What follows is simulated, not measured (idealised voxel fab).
This is a process module. Its name is voxel gate over fins.
FYI the section here is cut, 280 nm wide, cells are 5 nm squares.
Heads up, the way a cross-section reads in here is a grid of square cells, handed over as bands from the top down, with every band being one or more rows of cells. Within each band entry, the heights of the top and of the bottom of the band appear first, in that order and in nm; the materials of the band then follow from left to right, each with its corresponding width in nm. The designation "everywhere" on a single material indicates that it fills the band from edge to edge; the designation "blank" indicates empty space. Heads up on the height convention: 0 is the point under which the incoming wafer is all one material, and the lowest band has no bottom, it just keeps going down, like "0 and below". So if you see something like "30 to 40" for the width, read it as the top row of the band sitting at the first number and the bottom row at the second, with every row in between moving by the same amount as the last. Reading "nothing altered" for a step: not a cell of the cross-section changed in it. "Closed void list" means: voids of 8 cells or more that are shut off from the top with no open way through. Written width x height at distance, distance from the left edge, in nm. That trailing text on a step's line, after the settings, is the simulator's own remark on the step. What "overlay nm" on a step's line means: if the step has a mask, that mask lay this far to the right of its planned place, or, when the value is negative, to the left.

Planned step list for the process:
1: RECEIVE | material Si
2: CONFORMAL_DEP | material SiN | thk nm 10
3: PATTERN | tone cover | mask id FINS | material resist | width nm 15 | pitch nm 40 | thk nm 20 | overlay nm 0
4: DIRECTIONAL_ETCH | etch materials SiN | depth nm 10
5: DIRECTIONAL_ETCH | etch materials Si | depth nm 40
6: STRIP | etch materials resist
7: FILL_DEP | material SiO2 | thk nm 15
8: CMP | height nm 10
9: SELECTIVE_ETCH | etch materials SiO2 | depth nm 20
10: STRIP | etch materials SiN
11: CONFORMAL_DEP | material HfO2 | thk nm 5
12: CONFORMAL_DEP | material TiN | thk nm 5
13: FILL_DEP | material W | thk nm 10
14: CMP | height nm 15
15: CONFORMAL_DEP | material SiCN | thk nm 10

First of the two wafers, run per plan:

Cross-section of the wafer at receipt, which is the condition after step 1:
> 0 and below  Si everywhere
> Closed void list: none

The wafer, seen in cross-section, after step 2:
> 10 down to 0  SiN everywhere
> Whatever lies below 0 is exactly as it was before.

The wafer, seen in cross-section, after step 3:
> 30 down to 10  blank 110 nm | resist 15 nm | blank 25 nm | resist 15 nm | blank 115 nm
> Whatever lies below 10 is exactly as it was before.

The wafer, seen in cross-section, after step 4:
> 30 down to 10  blank 110 nm | resist 15 nm | blank 25 nm | resist 15 nm | blank 115 nm
> 10 down to 0  blank 110 nm | SiN 15 nm | blank 25 nm | SiN 15 nm | blank 115 nm
> Whatever lies below 0 is exactly as it was before.

The wafer, seen in cross-section, after step 5:
> 30 down to 10  blank 110 nm | resist 15 nm | blank 25 nm | resist 15 nm | blank 115 nm
> 10 down to 0  blank 110 nm | SiN 15 nm | blank 25 nm | SiN 15 nm | blank 115 nm
> 0 down to -40  blank 110 nm | Si 15 nm | blank 25 nm | Si 15 nm | blank 115 nm
> Whatever lies below -40 is exactly as it was before.

The wafer, seen in cross-section, after step 6:
> 10 down to 0  blank 110 nm | SiN 15 nm | blank 25 nm | SiN 15 nm | blank 115 nm
> Whatever lies below 0 is exactly as it was before.

The wafer, seen in cross-section, after step 7:
> 25 down to 10  SiO2 everywhere
> 10 down to 0  SiO2 110 nm | SiN 15 nm | SiO2 25 nm | SiN 15 nm | SiO2 115 nm
> 0 down to -40  SiO2 110 nm | Si 15 nm | SiO2 25 nm | Si 15 nm | SiO2 115 nm
> Whatever lies below -40 is exactly as it was before.

The wafer, seen in cross-section, after step 8:
> 10 down to 0  SiO2 110 nm | SiN 15 nm | SiO2 25 nm | SiN 15 nm | SiO2 115 nm
> Whatever lies below 0 is exactly as it was before.

The wafer, seen in cross-section, after step 9:
> 10 down to 0  blank 110 nm | SiN 15 nm | blank 25 nm | SiN 15 nm | blank 115 nm
> 0 down to -10  blank 110 nm | Si 15 nm | blank 25 nm | Si 15 nm | blank 115 nm
> Whatever lies below -10 is exactly as it was before.

The wafer, seen in cross-section, after step 10:
> 0 down to -10  blank 110 nm | Si 15 nm | blank 25 nm | Si 15 nm | blank 115 nm
> Whatever lies below -10 is exactly as it was before.

The wafer, seen in cross-section, after step 11:
> 5 down to 0  blank 105 nm | HfO2 25 nm | blank 15 nm | HfO2 25 nm | blank 110 nm
> 0 down to -5  blank 105 nm | HfO2 5 nm | Si 15 nm | HfO2 5 nm | blank 15 nm | HfO2 5 nm | Si 15 nm | HfO2 5 nm | blank 110 nm
> -5 down to -10  HfO2 110 nm | Si 15 nm | HfO2 25 nm | Si 15 nm | HfO2 115 nm
> Whatever lies below -10 is exactly as it was before.

The wafer, seen in cross-section, after step 12:
> 10 down to 5  blank 100 nm | TiN 35 nm | blank 5 nm | TiN 35 nm | blank 105 nm
> 5 down to 0  blank 100 nm | TiN 5 nm | HfO2 25 nm | TiN 5 nm | blank 5 nm | TiN 5 nm | HfO2 25 nm | TiN 5 nm | blank 105 nm
> 0 down to -5  TiN 105 nm | HfO2 5 nm | Si 15 nm | HfO2 5 nm | TiN 15 nm | HfO2 5 nm | Si 15 nm | HfO2 5 nm | TiN 110 nm
> Whatever lies below -5 is exactly as it was before.

The wafer, seen in cross-section, after step 13:
> 20 down to 10  W everywhere
> 10 down to 5  W 100 nm | TiN 35 nm | W 5 nm | TiN 35 nm | W 105 nm
> 5 down to 0  W 100 nm | TiN 5 nm | HfO2 25 nm | TiN 5 nm | W 5 nm | TiN 5 nm | HfO2 25 nm | TiN 5 nm | W 105 nm
> Whatever lies below 0 is exactly as it was before.

The wafer, seen in cross-section, after step 14:
> 15 down to 10  W everywhere
> Whatever lies below 10 is exactly as it was before.

The wafer, seen in cross-section, after step 15:
> 25 down to 15  SiCN everywhere
> Whatever lies below 15 is exactly as it was before.

The second wafer was prepared from the same starting point and under the same plan as the first; its processing contained one mistake, and it remains indistinguishable from the first wafer up to and including step 8:

Second wafer, cut view, end of step 9 per plan:
> 10 down to 0  blank 110 nm | SiN 15 nm | blank 25 nm | SiN 15 nm | blank 115 nm
> 0 down to -30  blank 110 nm | Si 15 nm | blank 25 nm | Si 15 nm | blank 115 nm
> Whatever lies below -30 is exactly as it was before.

Second wafer, cut view, end of step 10 per plan:
> 0 down to -30  blank 110 nm | Si 15 nm | blank 25 nm | Si 15 nm | blank 115 nm
> Whatever lies below -30 is exactly as it was before.

Second wafer, cut view, end of step 11 per plan:
> 5 down to 0  blank 105 nm | HfO2 25 nm | blank 15 nm | HfO2 25 nm | blank 110 nm
> 0 down to -25  blank 105 nm | HfO2 5 nm | Si 15 nm | HfO2 5 nm | blank 15 nm | HfO2 5 nm | Si 15 nm | HfO2 5 nm | blank 110 nm
> -25 down to -30  HfO2 110 nm | Si 15 nm | HfO2 25 nm | Si 15 nm | HfO2 115 nm
> Whatever lies below -30 is exactly as it was before.

Second wafer, cut view, end of step 12 per plan:
> 10 down to 5  blank 100 nm | TiN 35 nm | blank 5 nm | TiN 35 nm | blank 105 nm
> 5 down to 0  blank 100 nm | TiN 5 nm | HfO2 25 nm | TiN 5 nm | blank 5 nm | TiN 5 nm | HfO2 25 nm | TiN 5 nm | blank 105 nm
> 0 down to -20  blank 100 nm | TiN 5 nm | HfO2 5 nm | Si 15 nm | HfO2 5 nm | TiN 5 nm | blank 5 nm | TiN 5 nm | HfO2 5 nm | Si 15 nm | HfO2 5 nm | TiN 5 nm | blank 105 nm
> -20 down to -25  TiN 105 nm | HfO2 5 nm | Si 15 nm | HfO2 5 nm | TiN 15 nm | HfO2 5 nm | Si 15 nm | HfO2 5 nm | TiN 110 nm
> Whatever lies below -25 is exactly as it was before.

Second wafer, cut view, end of step 13 per plan:
> 20 down to 10  W everywhere
> 10 down to 5  W 100 nm | TiN 35 nm | W 5 nm | TiN 35 nm | W 105 nm
> 5 down to 0  W 100 nm | TiN 5 nm | HfO2 25 nm | TiN 5 nm | W 5 nm | TiN 5 nm | HfO2 25 nm | TiN 5 nm | W 105 nm
> 0 down to -20  W 100 nm | TiN 5 nm | HfO2 5 nm | Si 15 nm | HfO2 5 nm | TiN 5 nm | W 5 nm | TiN 5 nm | HfO2 5 nm | Si 15 nm | HfO2 5 nm | TiN 5 nm | W 105 nm
> Whatever lies below -20 is exactly as it was before.

Second wafer, cut view, end of step 14 per plan:
> 15 down to 10  W everywhere
> Whatever lies below 10 is exactly as it was before.

Second wafer, cut view, end of step 15 per plan:
> 25 down to 15  SiCN everywhere
> Whatever lies below 15 is exactly as it was before.
Processing error: in the plan, step 9 was performed twice
Wrapping up, a cell-based count of both wafers puts the second over or under the first for these materials: HfO2 +16 | SiO2 -200 | TiN +16 | W +168
